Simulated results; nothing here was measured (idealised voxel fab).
process module | voxel transistor to metal
cross-section cut | 160 nm wide | cells 5 nm
A cross-section is a grid of square cells, given in bands from the top down. A band is one or more rows of cells.
Each band's line starts with the height of the band's top and of its bottom, in nm. Then come its materials from left to right, each with its width in nm. One material with "throughout" fills the band from edge to edge. "air" is empty space.
Height 0 is the level under which the wafer as received is all one material. The lowest band goes on downwards, as in "0 down".
A width such as "30 to 40" changes by the same amount from each row of cells to the next, from the band's top row to its bottom row.
"no change" after a step means that no cell of the cross-section changed.
closed voids: empty space of 8 cells or more with no open way to the top, each as width x height at its distance from the left edge, in nm
after a step's settings: what the simulator itself notes on the step
overlay nm, on a step with a mask: how far to the right of its planned place the mask lay; to the left if negative
plan
1 op RECEIVE | material Si
2 op OXIDIZE | depth nm 5
3 op CONFORMAL_DEP | material SiN | thk nm 15
4 op DIRECTIONAL_DEP | material aC | thk nm 10
5 op PATTERN | tone cover | mask id ACTIVE | material resist | width nm 125 | thk nm 30 | overlay nm 0
6 op DIRECTIONAL_ETCH | etch materials aC | depth nm 10
7 op STRIP | etch materials resist
8 op DIRECTIONAL_ETCH | etch materials SiN | depth nm 15
9 op DIRECTIONAL_ETCH | etch materials SiO2 | depth nm 5
10 op DIRECTIONAL_ETCH | etch materials Si | depth nm 30
11 op STRIP | etch materials aC
12 op OXIDIZE | depth nm 5
13 op FILL_DEP | material SiO2 | thk nm 15
14 op CMP | height nm 15
15 op SELECTIVE_ETCH | etch materials SiO2 | depth nm 10
16 op STRIP | etch materials SiN
17 op SELECTIVE_ETCH | etch materials SiO2 | depth nm 5
18 op OXIDIZE | depth nm 5
19 op DIRECTIONAL_DEP | material polySi | thk nm 20
20 op DIRECTIONAL_DEP | material SiCN | thk nm 10
21 op DIRECTIONAL_DEP | material aC | thk nm 10
22 op PATTERN | tone cover | mask id GATE | material resist | width nm 15 | thk nm 30 | overlay nm 0
23 op DIRECTIONAL_ETCH | etch materials aC | depth nm 10
24 op STRIP | etch materials resist
25 op DIRECTIONAL_ETCH | etch materials SiCN | depth nm 20
26 op DIRECTIONAL_ETCH | etch materials polySi | depth nm 30
27 op STRIP | etch materials aC
28 op CONFORMAL_DEP | material SiO2 | thk nm 5
29 op DIRECTIONAL_ETCH | etch materials SiO2 | depth nm 5
30 op CONFORMAL_DEP | material SiN | thk nm 5
31 op DIRECTIONAL_ETCH | etch materials SiN | depth nm 5
32 op DIRECTIONAL_ETCH | etch materials SiO2 | depth nm 5
33 op DIRECTIONAL_ETCH | etch materials Si | depth nm 5
34 op EPI | material nSi | thk nm 5
35 op FILL_DEP | material SiO2 | thk nm 10
36 op CMP | height nm 25
37 op DIRECTIONAL_DEP | material SiO2 | thk nm 15
38 op MASKED_ETCH | tone open | mask id CONTACT | width nm 20 | pitch nm 85 | etch materials SiO2 | depth nm 50 | overlay nm 0
39 op CONFORMAL_DEP | material TiN | thk nm 5
40 op FILL_DEP | material Ru | thk nm 5
41 op CMP | height nm 40
42 op DIRECTIONAL_DEP | material TiN | thk nm 5
43 op DIRECTIONAL_DEP | material Ru | thk nm 20
44 op PATTERN | tone cover | mask id METAL_1 | material resist | width nm 20 | pitch nm 85 | thk nm 20 | overlay nm 0
45 op DIRECTIONAL_ETCH | etch materials Ru | depth nm 20
46 op DIRECTIONAL_ETCH | etch materials TiN | depth nm 5
47 op STRIP | etch materials resist
48 op CONFORMAL_DEP | material SiN | thk nm 5
49 op FILL_DEP | material SiO2 | thk nm 10
50 op CMP | height nm 65
51 op CONFORMAL_DEP | material SiCN | thk nm 5
varied across the wafers: width nm of step 22. The plan shows the first wafer's value. All wafers start alike
first wafer as received, after step 1
  0 down: Si throughout
  closed voids: none
first wafer at the end, after step 51
  70 to 65: SiCN throughout
  65 to 45: SiO2 20 | SiN 5 | Ru 20 | SiN 5 | SiO2 55 | SiN 5 | Ru 20 | SiN 5 | SiO2 25
  45 to 40: SiN 25 | TiN 20 | SiN 65 | TiN 20 | SiN 30
  40 to 25: SiO2 25 | TiN 5 | Ru 10 | TiN 5 | SiO2 65 | TiN 5 | Ru 10 | TiN 5 | SiO2 30
  25 to 15: SiO2 25 | TiN 5 | Ru 10 | TiN 5 | SiO2 15 | SiN 5 | SiO2 5 | SiCN 15 | SiO2 5 | SiN 5 | SiO2 15 | TiN 5 | Ru 10 | TiN 5 | SiO2 30
  15 to 0: SiO2 25 | TiN 5 | Ru 10 | TiN 5 | SiO2 15 | SiN 5 | SiO2 5 | polySi 15 | SiO2 5 | SiN 5 | SiO2 15 | TiN 5 | Ru 10 | TiN 5 | SiO2 30
  0 to -5: SiO2 15 | SiN 5 | SiO2 5 | TiN 5 | Ru 10 | TiN 5 | SiO2 15 | SiN 5 | SiO2 5 | polySi 15 | SiO2 5 | SiN 5 | SiO2 15 | TiN 5 | Ru 10 | TiN 5 | SiO2 5 | SiN 5 | SiO2 20
  -5 to -10: SiO2 25 | TiN 20 | SiO2 10 | nSi 5 | SiO2 35 | nSi 5 | SiO2 10 | TiN 20 | SiO2 30
  -10 to -15: SiO2 20 | nSi 40 | Si 35 | nSi 40 | SiO2 25
  -15 to -40: SiO2 20 | Si 115 | SiO2 25
  -40 down: Si throughout
  closed voids: none
last wafer at the end
  70 to 65: SiCN throughout
  65 to 45: SiO2 20 | SiN 5 | Ru 20 | SiN 5 | SiO2 55 | SiN 5 | Ru 20 | SiN 5 | SiO2 25
  45 to 40: SiN 25 | TiN 20 | SiN 65 | TiN 20 | SiN 30
  40 to 25: SiO2 25 | TiN 5 | Ru 10 | TiN 5 | SiO2 65 | TiN 5 | Ru 10 | TiN 5 | SiO2 30
  25 to 15: SiO2 25 | TiN 5 | Ru 10 | TiN 5 | SiO2 5 | SiN 5 | SiO2 5 | SiCN 40 | SiO2 5 | SiN 5 | TiN 5 | Ru 10 | TiN 5 | SiO2 30
  15 to 0: SiO2 25 | TiN 5 | Ru 10 | TiN 5 | SiO2 5 | SiN 5 | SiO2 5 | polySi 40 | SiO2 5 | SiN 5 | TiN 5 | Ru 10 | TiN 5 | SiO2 30
  0 to -5: SiO2 15 | SiN 5 | SiO2 5 | TiN 5 | Ru 10 | TiN 5 | SiO2 5 | SiN 5 | SiO2 5 | polySi 40 | SiO2 5 | SiN 5 | TiN 10 | Ru 5 | TiN 5 | SiO2 5 | SiN 5 | SiO2 20
  -5 to -10: SiO2 25 | TiN 20 | nSi 5 | SiO2 60 | nSi 5 | TiN 15 | SiO2 30
  -10 to -15: SiO2 20 | nSi 30 | Si 60 | nSi 25 | SiO2 25
  -15 to -40: SiO2 20 | Si 115 | SiO2 25
  -40 down: Si throughout
  closed voids: none
each wafer at the end: cells of each material gained (+) or lost (-) since it was received, then its closed voids
width nm 15 | +68 Ru | -134 Si | +38 SiCN | +54 SiN | +340 SiO2 | +52 TiN | +18 nSi | +12 polySi | closed voids: none
width nm 20 | +68 Ru | -133 Si | +40 SiCN | +54 SiN | +334 SiO2 | +52 TiN | +17 nSi | +16 polySi | closed voids: none
width nm 25 | +68 Ru | -132 Si | +42 SiCN | +54 SiN | +328 SiO2 | +52 TiN | +16 nSi | +20 polySi | closed voids: none
width nm 30 | +68 Ru | -131 Si | +44 SiCN | +54 SiN | +322 SiO2 | +52 TiN | +15 nSi | +24 polySi | closed voids: none
width nm 35 | +68 Ru | -130 Si | +46 SiCN | +54 SiN | +316 SiO2 | +52 TiN | +14 nSi | +28 polySi | closed voids: none
width nm 40 | +67 Ru | -129 Si | +48 SiCN | +54 SiN | +311 SiO2 | +52 TiN | +13 nSi | +32 polySi | closed voids: none
